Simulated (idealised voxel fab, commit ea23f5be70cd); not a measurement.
Title: Process Module voxel air gaps
This is section cut - it's 225 nm across, gridded in 5 nm square cells.
Cross-section, as written here: a square-cell grid given band by band from the top down, where a band holds one or more rows of cells.
The band entry comprises the height of the band's top followed by the height of its bottom, expressed in nm, and subsequently the band's materials from left to right, each stated together with its width in nm. Where a single material is marked with the word "edge to edge", that material fills the band from edge to edge. The word "blank" represents empty space.
All heights in this document are referenced to 0, defined as the level beneath which the wafer, as received, consists entirely of one material. The lowest band is not bounded below; it extends indefinitely downward and is written in the form "0 -> down".
Width: "30 to 40" (first number = top row, second number = bottom row, same change from row to row of cells).
"no alterations made", as given for a step, is the statement that not any cell of the cross-section underwent a change during that step.
"Enclosed void inventory": sealed empty spaces, 8 cells or more, no open way to top, listed width x height at distance, with distance from the left edge and width, height and distance in nm.
On each step's line, the part that comes after the settings is the simulator's own comment on the step.
overlay nm, on a step with a mask: how far to the right of its planned place the mask lay; to the left if negative
### The planned process steps are enumerated hereunder
step 1: RECEIVE with material Si
step 2: CONFORMAL_DEP with material SiO2, thk nm 10
step 3: CONFORMAL_DEP with material SiCN, thk nm 5
step 4: DIRECTIONAL_DEP with material SiO2, thk nm 35
step 5: MASKED_ETCH with tone open, mask id LINES, width nm 15, pitch nm 40, etch materials SiO2, depth nm 35, overlay nm 0
step 6: CONFORMAL_DEP with material TiN, thk nm 5
step 7: FILL_DEP with material Cu, thk nm 5
step 8: CMP with height nm 50
step 9: EPI with material Ru, thk nm 10
step 10: SELECTIVE_ETCH with etch materials SiO2, depth nm 45
step 11: CONFORMAL_DEP with material SiCN, thk nm 5
### Wafer cross-section on receipt, i.e. after step 1
  0 -> down  Si edge to edge
  Enclosed void inventory: none
### Wafer cross-section at module end: first of two, run to plan
  65 -> 60  50 blank; 125 SiCN; 50 blank
  60 -> 50  50 blank; 5 SiCN; 35 Ru; 5 SiCN; 35 Ru; 5 SiCN; 35 Ru; 5 SiCN; 50 blank
  50 -> 45  50 blank; 15 SiCN; 5 TiN; 5 Cu; 5 TiN; 25 SiCN; 5 TiN; 5 Cu; 5 TiN; 25 SiCN; 5 TiN; 5 Cu; 5 TiN; 15 SiCN; 50 blank
  45 -> 20  60 blank; 5 SiCN; 5 TiN; 5 Cu; 5 TiN; 5 SiCN; 15 blank; 5 SiCN; 5 TiN; 5 Cu; 5 TiN; 5 SiCN; 15 blank; 5 SiCN; 5 TiN; 5 Cu; 5 TiN; 5 SiCN; 60 blank
  20 -> 15  65 SiCN; 15 TiN; 25 SiCN; 15 TiN; 25 SiCN; 15 TiN; 65 SiCN
  15 -> 10  SiCN edge to edge
  10 -> 0  SiO2 edge to edge
  0 -> down  Si edge to edge
  Enclosed void inventory: 15 x 25 at 85; 15 x 25 at 125
### Cross-section, second wafer: same start as the first, same plan as the first, one mistake in running it; taken at the end of the module
  65 -> 60  55 blank; 35 SiCN; 5 blank; 35 SiCN; 5 blank; 35 SiCN; 55 blank
  60 -> 50  55 blank; 5 SiCN; 25 Ru; 5 SiCN; 5 blank; 5 SiCN; 25 Ru; 5 SiCN; 5 blank; 5 SiCN; 25 Ru; 5 SiCN; 55 blank
  50 -> 45  55 blank; 15 SiCN; 5 Cu; 15 SiCN; 5 blank; 15 SiCN; 5 Cu; 15 SiCN; 5 blank; 15 SiCN; 5 Cu; 15 SiCN; 55 blank
  45 -> 20  60 blank; 10 SiCN; 5 Cu; 10 SiCN; 15 blank; 10 SiCN; 5 Cu; 10 SiCN; 15 blank; 10 SiCN; 5 Cu; 10 SiCN; 60 blank
  20 -> 10  SiCN edge to edge
  10 -> 0  SiO2 edge to edge
  0 -> down  Si edge to edge
  Enclosed void inventory: none
The plan and the run diverged here: step 6 was processed under conditions differing from the plan, specifically as CONFORMAL_DEP with material SiCN, thk nm 5
FYI, end of process, the second wafer has more or fewer cells of some materials than the first: Ru: 12 fewer; SiCN: 41 more; TiN: 45 fewer
On completion, 0 closed voids are found in the second wafer, whereas the first wafer has 2.
